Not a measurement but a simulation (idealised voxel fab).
Process module under the name voxel self aligned vias
Xsec cut, 140 nm wide, square cell size 5 nm.
Bands, listed from the top down, are how a cross-section gets written in this document; the cross-section itself is a grid of square cells, and a band is one or more rows of them.
Heads up on the band format: heights come first, top then bottom, in nm. After that it's the materials left to right, each with its width in nm. A single material flagged "all across" fills the whole band edge to edge, and "empty" means there's empty space there.
Below 0: as-received wafer, all one material; heights counted from there. Lowest band: no bottom, goes on down, written "z 0 and below".
Per-row width for "30 to 40": begins at first number (top row of band), ends at second number (bottom row), increment between rows held constant.
When a step is marked "remains unaltered", none of the cells in the cross-section changed during that step.
Basically, "Trapped voids" tells you about the enclosed voids: empty spaces with no open way to the top, 8 cells or bigger, each written width x height at distance, where distance is from the left edge, all in nm.
What comes after the settings on a step's line is commentary from the simulator itself on that step.
Among the settings permitted on a step's line is "overlay nm"; applied to a step with a mask, it specifies the extent to which the mask lay to the right of its planned position, whereas a negative figure signifies a position to the left.

So here's the lineup of process steps we planned:
| 1 | RECEIVE | material Si |
| 2 | CONFORMAL_DEP | material SiO2 | thk nm 10 |
| 3 | CONFORMAL_DEP | material SiCN | thk nm 5 |
| 4 | DIRECTIONAL_DEP | material lowk | thk nm 30 |
| 5 | PATTERN | tone open | mask id LINES | material resist | width nm 20 | pitch nm 45 | thk nm 20 | overlay nm 0 |
| 6 | DIRECTIONAL_ETCH | etch materials lowk | depth nm 30 |
| 7 | STRIP | etch materials resist |
| 8 | CONFORMAL_DEP | material TiN | thk nm 5 |
| 9 | FILL_DEP | material W | thk nm 10 |
| 10 | CMP | height nm 45 |
| 11 | SELECTIVE_ETCH | etch materials W Ru TiN | depth nm 10 |
| 12 | FILL_DEP | material SiN | thk nm 5 |
| 13 | CMP | height nm 45 |
| 14 | DIRECTIONAL_DEP | material lowk | thk nm 20 |
| 15 | DIRECTIONAL_DEP | material aC | thk nm 10 |
| 16 | PATTERN | tone open | mask id VIAS | material resist | width nm 30 | pitch nm 45 | thk nm 25 | overlay nm 0 |
| 17 | DIRECTIONAL_ETCH | etch materials aC | depth nm 10 |
| 18 | STRIP | etch materials resist |
| 19 | DIRECTIONAL_ETCH | etch materials lowk | depth nm 20 |
| 20 | DIRECTIONAL_ETCH | etch materials SiN | depth nm 10 |
| 21 | STRIP | etch materials aC |
| 22 | CONFORMAL_DEP | material TiN | thk nm 5 |
| 23 | FILL_DEP | material Cu | thk nm 10 |
| 24 | CMP | height nm 65 |
| 25 | CONFORMAL_DEP | material SiCN | thk nm 5 |

Shown in cross-section is the wafer as received, that is, as it stands after step 1:
	z 0 and below = Si all across
	Trapped voids: none

Module complete, cross-section. Starting point and plan per above. One mistake made in running the module:
	z 70 to 65 = SiCN all across
	z 65 to 45 = Ru all across
	z 45 to 35 = lowk=35, then SiN=20, then lowk=25, then SiN=20, then lowk=40
	z 35 to 20 = lowk=35, then TiN=5, then W=10, then TiN=5, then lowk=25, then TiN=5, then W=10, then TiN=5, then lowk=40
	z 20 to 15 = lowk=35, then TiN=20, then lowk=25, then TiN=20, then lowk=40
	z 15 to 10 = SiCN all across
	z 10 to 0 = SiO2 all across
	z 0 and below = Si all across
	Trapped voids: none
Want to know what went wrong? step 14 changed vs plan, executed as DIRECTIONAL_DEP | material Ru | thk nm 20
